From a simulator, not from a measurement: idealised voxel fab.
This section sets out a process module, namely voxel self aligned contacts.
For reference, the cross-section in this document is cut, with width 270 nm and square cells of 5 nm.
Each cross-section below is a grid of square cells, stated as bands in top-down order, with one or more rows of cells making up each band.
Heights first: top, then bottom, in nm. Then materials, left to right, each with a width in nm. "all across" on a single material: fills the band edge to edge. "air": empty space.
Heights are measured from 0, the level below which the as-received wafer is all one material; the lowest band has no bottom and continues downward, written as in "0 down".
Per-row width for "30->40": begins at first number (top row of band), ends at second number (bottom row), increment between rows held constant.
What does "no change" mean for a step? It means no cell of the cross-section changed in that step.
Any empty space of 8 cells or more lacking an open way to the top shows up in "Voids, enclosed" as width x height at distance, distance from the left edge, in nm.
Read whatever lies past the settings on a step's line as the simulator's own remark about the step.
You can add "overlay nm" to a step's line. For a step with a mask, it describes how far the mask lay to the right of its planned position, and a negative number describes a lay to the left.
[Planned process steps]
- 1: RECEIVE with material Si
- 2: OXIDIZE with depth nm 5
- 3: DIRECTIONAL_DEP with material polySi, thk nm 20
- 4: DIRECTIONAL_DEP with material SiN, thk nm 25
- 5: PATTERN with tone cover, mask id GATE, material resist, width nm 35, pitch nm 75, thk nm 15, overlay nm 0
- 6: DIRECTIONAL_ETCH with etch materials SiN, depth nm 25
- 7: DIRECTIONAL_ETCH with etch materials polySi, depth nm 20
- 8: STRIP with etch materials resist
- 9: CONFORMAL_DEP with material SiN, thk nm 10
- 10: DIRECTIONAL_ETCH with etch materials SiN, depth nm 10
- 11: FILL_DEP with material SiO2, thk nm 20
- 12: CMP with height nm 55
- 13: MASKED_ETCH with tone open, mask id CONTACT, width nm 50, etch materials SiO2, depth nm 60, overlay nm 0
- 14: CONFORMAL_DEP with material TiN, thk nm 5
- 15: FILL_DEP with material Ru, thk nm 5
- 16: CMP with height nm 55
- 17: CONFORMAL_DEP with material SiCN, thk nm 5
[Here's what the wafer looked like in cross-section when it arrived - that's after step 1]
> 0 down: Si all across
> Voids, enclosed: none
[Post-module cross-section of the first of two wafers (run per plan)]
> 60 to 55: SiCN all across
> 55 to 45: SiO2: 110, then TiN: 5->20, then Ru: 40->10, then TiN: 5->20, then SiO2: 110
> 45 to 20: SiO2: 70, then SiN: 55, then TiN: 5, then Ru: 10, then TiN: 5, then SiN: 55, then SiO2: 70
> 20 to 0: SiO2: 70, then SiN: 10, then polySi: 35, then SiN: 10, then TiN: 5, then Ru: 10, then TiN: 5, then SiN: 10, then polySi: 35, then SiN: 10, then SiO2: 70
> 0 to -5: SiO2: 125, then TiN: 20, then SiO2: 125
> -5 down: Si all across
> Voids, enclosed: none
[Second wafer of the two, sectioned at the end of the module. It began like the first and followed the same plan, but one mistake was made while running it]
> 60 to 55: SiCN all across
> 55 to 45: SiO2: 110, then TiN: 5->20, then Ru: 40->15, then TiN: 5->15, then SiO2: 110
> 45 to 20: SiO2: 75, then SiN: 50, then TiN: 5, then Ru: 15, then TiN: 5, then SiN: 50, then SiO2: 70
> 20 to 0: SiO2: 75, then SiN: 10, then polySi: 30, then SiN: 10, then TiN: 5, then Ru: 15, then TiN: 5, then SiN: 10, then polySi: 30, then SiN: 10, then SiO2: 70
> 0 to -5: SiO2: 125, then TiN: 25, then SiO2: 120
> -5 down: Si all across
> Voids, enclosed: none
So what did we get wrong on this run? step 5 ran differently from the plan; actual operation with settings: PATTERN with tone cover, mask id GATE, material resist, width nm 30, pitch nm 75, thk nm 15, overlay nm 0
at the end the second wafer has, in cells: Ru +10 | SiN -10 | SiO2 +8 | polySi -8
